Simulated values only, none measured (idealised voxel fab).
Proc. module: voxel wiring stack
Cross-section cut: width 275 nm, square cells of 5 nm.
This document writes a cross-section as a grid whose cells are square, and gives it as bands, listed from the top down; one or more rows of cells form a band.
What a band's entry tells you: where the top is and where the bottom is, as heights in nm, and after that what lies inside, material by material from left to right, each with its width in nm. Empty space is written as the word "blank", and a single material marked with the word "throughout" occupies the band from edge to edge.
It should be noted that heights are counted from 0, beneath which the wafer as supplied is of one material throughout, and that the lowest band possesses no lower boundary but continues downward, as written in "0 -> down".
Read "30 to 40" as a graded width: first number on top, second number at the bottom, same change between each pair of neighbouring rows.
When a step is marked "nothing altered", none of the cells in the cross-section changed during that step.
Under "Fully sealed cavities" you'll find the enclosed gaps, the ones with no way out to the top, that are 8 cells or bigger; each reads width x height at distance, with distance counted from the left edge, everything in nm.
after a step's settings: what the simulator itself notes on the step
Each step line may optionally specify "overlay nm", which for a step with a mask gives the rightward distance between the mask's planned place and where it lay, a negative value indicating the leftward direction.

The process steps that were planned are listed below
| 1 | RECEIVE, material Si |
| 2 | CONFORMAL_DEP, material SiO2, thk nm 10 |
| 3 | DIRECTIONAL_DEP, material TiN, thk nm 5 |
| 4 | DIRECTIONAL_DEP, material Ru, thk nm 20 |
| 5 | DIRECTIONAL_DEP, material aC, thk nm 10 |
| 6 | PATTERN, tone cover, mask id METAL_1, material resist, width nm 25, pitch nm 40, thk nm 25, overlay nm 0 |
| 7 | DIRECTIONAL_ETCH, etch materials aC, depth nm 10 |
| 8 | STRIP, etch materials resist |
| 9 | DIRECTIONAL_ETCH, etch materials Ru, depth nm 20 |
| 10 | DIRECTIONAL_ETCH, etch materials TiN, depth nm 5 |
| 11 | STRIP, etch materials aC |
| 12 | CONFORMAL_DEP, material SiN, thk nm 5 |
| 13 | FILL_DEP, material lowk, thk nm 5 |
| 14 | CMP, height nm 35 |
| 15 | CONFORMAL_DEP, material SiCN, thk nm 5 |
| 16 | DIRECTIONAL_DEP, material lowk, thk nm 20 |
| 17 | PATTERN, tone open, mask id PLUG_1, material resist, width nm 15, pitch nm 80, thk nm 20, overlay nm 0 |
| 18 | DIRECTIONAL_ETCH, etch materials lowk, depth nm 20 |
| 19 | DIRECTIONAL_ETCH, etch materials SiCN, depth nm 5 |
| 20 | STRIP, etch materials resist |
| 21 | EPI, material Ru, thk nm 10 |
| 22 | EPI, material Ru, thk nm 10 |
| 23 | EPI, material Ru, thk nm 5 |
| 24 | DIRECTIONAL_DEP, material TiN, thk nm 5 |
| 25 | DIRECTIONAL_DEP, material W, thk nm 25 |
| 26 | DIRECTIONAL_DEP, material aC, thk nm 10 |
| 27 | PATTERN, tone cover, mask id METAL_2, material resist, width nm 25, pitch nm 40, thk nm 30, overlay nm -15 |
| 28 | DIRECTIONAL_ETCH, etch materials aC, depth nm 10 |
| 29 | STRIP, etch materials resist |
| 30 | DIRECTIONAL_ETCH, etch materials W, depth nm 25 |
| 31 | DIRECTIONAL_ETCH, etch materials TiN, depth nm 5 |
| 32 | STRIP, etch materials aC |
| 33 | FILL_DEP, material lowk, thk nm 10 |
| 34 | CMP, height nm 90 |
| 35 | CONFORMAL_DEP, material SiN, thk nm 5 |
Every wafer here starts from the same state; it is the step 27 overlay nm that distinguishes them, and the value the plan gives belongs to the first wafer.

Cross-section of the first incoming wafer of several, state after step 1
* 0 -> down | Si throughout
* Fully sealed cavities: none

Wafer rows; end of module; cells per material since receipt: (+) gained, (-) lost; then closed voids
overlay nm -15 | +110 Ru | +49 SiCN | +122 SiN | +110 SiO2 | +40 TiN | +100 W | +514 lowk | Fully sealed cavities: none
overlay nm -10 | +110 Ru | +49 SiCN | +122 SiN | +110 SiO2 | +40 TiN | +100 W | +514 lowk | Fully sealed cavities: none
overlay nm -5 | +110 Ru | +49 SiCN | +122 SiN | +110 SiO2 | +40 TiN | +100 W | +514 lowk | Fully sealed cavities: none
overlay nm 0 | +110 Ru | +49 SiCN | +122 SiN | +110 SiO2 | +40 TiN | +100 W | +514 lowk | Fully sealed cavities: none
overlay nm 5 | +110 Ru | +49 SiCN | +122 SiN | +110 SiO2 | +40 TiN | +100 W | +514 lowk | Fully sealed cavities: none
overlay nm 10 | +110 Ru | +49 SiCN | +122 SiN | +110 SiO2 | +40 TiN | +100 W | +514 lowk | Fully sealed cavities: none
overlay nm 15 | +110 Ru | +49 SiCN | +122 SiN | +110 SiO2 | +40 TiN | +100 W | +514 lowk | Fully sealed cavities: none
